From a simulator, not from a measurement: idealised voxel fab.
The process module that follows is named voxel gate over fins.
Square cell edge 5 nm, section width 265 nm, ID cut.
This document writes a cross-section as a grid whose cells are square, and gives it as bands, listed from the top down; one or more rows of cells form a band.
Heights first: top, then bottom, in nm. Then materials, left to right, each with a width in nm. "everywhere" on a single material: fills the band edge to edge. "air": empty space.
The reference from which all heights are counted is 0, the level beneath which the as-received wafer is entirely one material; the lowest band, having no lower bound, proceeds downward and is written after the example "top 0, no bottom".
Graded width ("30..40"): value in top row of band = first number; value in bottom row = second number; row-to-row change constant.
Any step labelled "remained unchanged" changed none of the cells in the cross-section.
"Enclosed internal cavities": sealed empty spaces, 8 cells or more, no open way to top, listed width x height at distance, with distance from the left edge and width, height and distance in nm.
Past the settings on a step's line: simulator remark, on that step.
For masked steps, "overlay nm" on the step line gives how far right of plan the mask actually lay; a minus sign means it lay to the left.

The steps planned for the process are as follows
1. RECEIVE (material Si)
2. CONFORMAL_DEP (material SiN; thk nm 10)
3. MASKED_ETCH (tone cover; mask id FINS; width nm 15; pitch nm 60; etch materials SiN; depth nm 10; overlay nm 0)
4. MASKED_ETCH (tone cover; mask id FINS; width nm 15; pitch nm 60; etch materials Si; depth nm 40; overlay nm 0)
5. OXIDIZE (depth nm 5)
6. FILL_DEP (material SiO2; thk nm 5)
7. CMP (height nm 10)
8. MASKED_ETCH (tone open; mask id RAIL; width nm 15; etch materials SiO2; depth nm 45; overlay nm 0)
9. CONFORMAL_DEP (material TiN; thk nm 5)
10. FILL_DEP (material Ru; thk nm 10)
11. CMP (height nm 10)
12. SELECTIVE_ETCH (etch materials W Ru TiN; depth nm 30)
13. FILL_DEP (material SiO2; thk nm 5)
14. CMP (height nm 10)
15. SELECTIVE_ETCH (etch materials SiO2; depth nm 20)
16. STRIP (etch materials SiN)
17. CONFORMAL_DEP (material HfO2; thk nm 5)
18. CONFORMAL_DEP (material TiN; thk nm 5)
19. CONFORMAL_DEP (material TiAl; thk nm 5)
20. CONFORMAL_DEP (material TiN; thk nm 5)
21. FILL_DEP (material W; thk nm 10)
22. CMP (height nm 25)
23. CONFORMAL_DEP (material SiCN; thk nm 10)

Cross-section, incoming material, after step 1
> top 0, no bottom | Si everywhere
> Enclosed internal cavities: none

End-of-module cross-section of the first of two wafers, processed as planned
> top 35, bottom 25 | SiCN everywhere
> top 25, bottom 20 | W everywhere
> top 20, bottom 15 | W 20, then TiN 45, then W 15, then TiN 45, then W 15, then TiN 45, then W 15, then TiN 45, then W 20
> top 15, bottom 10 | W 20, then TiN 5, then TiAl 35, then TiN 5, then W 15, then TiN 5, then TiAl 35, then TiN 5, then W 15, then TiN 5, then TiAl 35, then TiN 5, then W 15, then TiN 5, then TiAl 35, then TiN 5, then W 20
> top 10, bottom 5 | TiN 25, then TiAl 5, then TiN 25, then TiAl 5, then TiN 25, then TiAl 5, then TiN 25, then TiAl 5, then TiN 25, then TiAl 5, then TiN 25, then TiAl 5, then TiN 25, then TiAl 5, then TiN 25, then TiAl 5, then TiN 25
> top 5, bottom 0 | TiAl 30, then TiN 5, then HfO2 15, then TiN 5, then TiAl 35, then TiN 5, then HfO2 15, then TiN 5, then TiAl 35, then TiN 5, then HfO2 15, then TiN 5, then TiAl 35, then TiN 5, then HfO2 15, then TiN 5, then TiAl 30
> top 0, bottom -5 | TiN 35, then HfO2 5, then Si 5, then HfO2 5, then TiN 45, then HfO2 5, then Si 5, then HfO2 5, then TiN 45, then HfO2 5, then Si 5, then HfO2 5, then TiN 45, then HfO2 5, then Si 5, then HfO2 5, then TiN 35
> top -5, bottom -10 | HfO2 40, then Si 5, then HfO2 55, then Si 5, then HfO2 55, then Si 5, then HfO2 55, then Si 5, then HfO2 40
> top -10, bottom -20 | SiO2 40, then Si 5, then SiO2 55, then Si 5, then SiO2 55, then Si 5, then SiO2 55, then Si 5, then SiO2 40
> top -20, bottom -30 | SiO2 40, then Si 5, then SiO2 20, then TiN 5, then Ru 5, then TiN 5, then SiO2 20, then Si 5, then SiO2 55, then Si 5, then SiO2 55, then Si 5, then SiO2 40
> top -30, bottom -35 | SiO2 40, then Si 5, then SiO2 20, then TiN 15, then SiO2 20, then Si 5, then SiO2 55, then Si 5, then SiO2 55, then Si 5, then SiO2 40
> top -35, bottom -45 | SiO2 40, then Si 5, then SiO2 55, then Si 5, then SiO2 55, then Si 5, then SiO2 55, then Si 5, then SiO2 40
> top -45, no bottom | Si everywhere
> Enclosed internal cavities: none

Second wafer at the end: like start, like plan, one mistake
> top 35, bottom 25 | SiCN everywhere
> top 25, bottom 20 | W everywhere
> top 20, bottom 15 | TiN everywhere
> top 15, bottom 10 | TiAl everywhere
> top 10, bottom 5 | TiN 40, then TiAl 5, then TiN 55, then TiAl 5, then TiN 55, then TiAl 5, then TiN 55, then TiAl 5, then TiN 40
> top 5, bottom 0 | HfO2 35, then TiN 15, then HfO2 45, then TiN 15, then HfO2 45, then TiN 15, then HfO2 45, then TiN 15, then HfO2 35
> top 0, bottom -5 | Si 30, then HfO2 25, then Si 35, then HfO2 25, then Si 35, then HfO2 25, then Si 35, then HfO2 25, then Si 30
> top -5, no bottom | Si everywhere
> Enclosed internal cavities: none
The plan and the run diverged here: so step 3 ended up running with a different setting than we planned, it ran as MASKED_ETCH (tone open; mask id FINS; width nm 15; pitch nm 60; etch materials SiN; depth nm 10; overlay nm 0)
Materials where the second wafer ends with more or fewer cells than the first: HfO2: 8 fewer | Ru: 2 fewer | Si: 421 more | SiO2: 334 fewer | TiAl: 12 fewer | TiN: 31 fewer | W: 34 fewer
